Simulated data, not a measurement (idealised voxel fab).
process module | voxel self aligned vias
The width of the displayed cross-section, cut, is 190 nm; its cells are square, with a size of 5 nm.
This document writes a cross-section as a grid whose cells are square, and gives it as bands, listed from the top down; one or more rows of cells form a band. First you get the band's top height and its bottom height, in nm, and then the materials it's made of, left to right, with each width in nm. If you see a single material with "edge to edge", that one covers the band edge to edge. "empty" is empty space. Measure heights from 0. That's the level where, below it, the as-received wafer is all one material. The lowest band is bottomless and extends downward; write it as in "0..down". Graded width ("30 to 40"): value in top row of band = first number; value in bottom row = second number; row-to-row change constant. "no alteration" -> step changed no cross-section cell. The entry "Closed void catalog" lists the empty spaces that cover at least 8 cells and have no open path to the top. Each is written as width x height at distance, where the distance is measured from the left edge and all three values are in nm. after a step's settings: what the simulator itself notes on the step. overlay nm, on a step with a mask: how far to the right of its planned place the mask lay; to the left if negative.

Set out below are the planned steps of the process:
1) RECEIVE,material Si
2) CONFORMAL_DEP,material SiO2,thk nm 15
3) CONFORMAL_DEP,material SiCN,thk nm 5
4) DIRECTIONAL_DEP,material SiO2,thk nm 30
5) PATTERN,tone open,mask id LINES,material resist,width nm 20,pitch nm 60,thk nm 20,overlay nm 0
6) DIRECTIONAL_ETCH,etch materials SiO2,depth nm 30
7) STRIP,etch materials resist
8) CONFORMAL_DEP,material TiN,thk nm 5
9) FILL_DEP,material Ru,thk nm 10
10) CMP,height nm 50
11) SELECTIVE_ETCH,etch materials W Ru TiN,depth nm 5
12) FILL_DEP,material SiN,thk nm 10
13) CMP,height nm 50
14) DIRECTIONAL_DEP,material SiO2,thk nm 15
15) PATTERN,tone open,mask id VIAS,material resist,width nm 40,thk nm 15,overlay nm 0
16) DIRECTIONAL_ETCH,etch materials SiO2,depth nm 15
17) DIRECTIONAL_ETCH,etch materials SiN,depth nm 5
18) STRIP,etch materials resist
19) CONFORMAL_DEP,material TiN,thk nm 5
20) FILL_DEP,material Ru,thk nm 5
21) CMP,height nm 65
22) CONFORMAL_DEP,material SiN,thk nm 5

Delivered wafer in cross-section: state after step 1:
- 0..down  Si edge to edge
- Closed void catalog: none

Wafer cross-section at end of module: start and plan as shown above, one execution error:
- 70..65  SiN edge to edge
- 65..55  40 Ru; 5 TiN; 40 SiO2; 5 TiN; 100 Ru
- 55..50  45 TiN; 40 SiO2; 35 TiN; 10 Ru; 60 TiN
- 50..45  55 SiO2; 20 SiN; 40 SiO2; 20 TiN; 55 SiO2
- 45..25  55 SiO2; 5 TiN; 10 Ru; 5 TiN; 40 SiO2; 5 TiN; 10 Ru; 5 TiN; 55 SiO2
- 25..20  55 SiO2; 20 TiN; 40 SiO2; 20 TiN; 55 SiO2
- 20..15  SiCN edge to edge
- 15..0  SiO2 edge to edge
- 0..down  Si edge to edge
- Closed void catalog: none
Misprocessing identified: planned and actual differ for step 15; actual: PATTERN,tone cover,mask id VIAS,material resist,width nm 40,thk nm 15,overlay nm 0
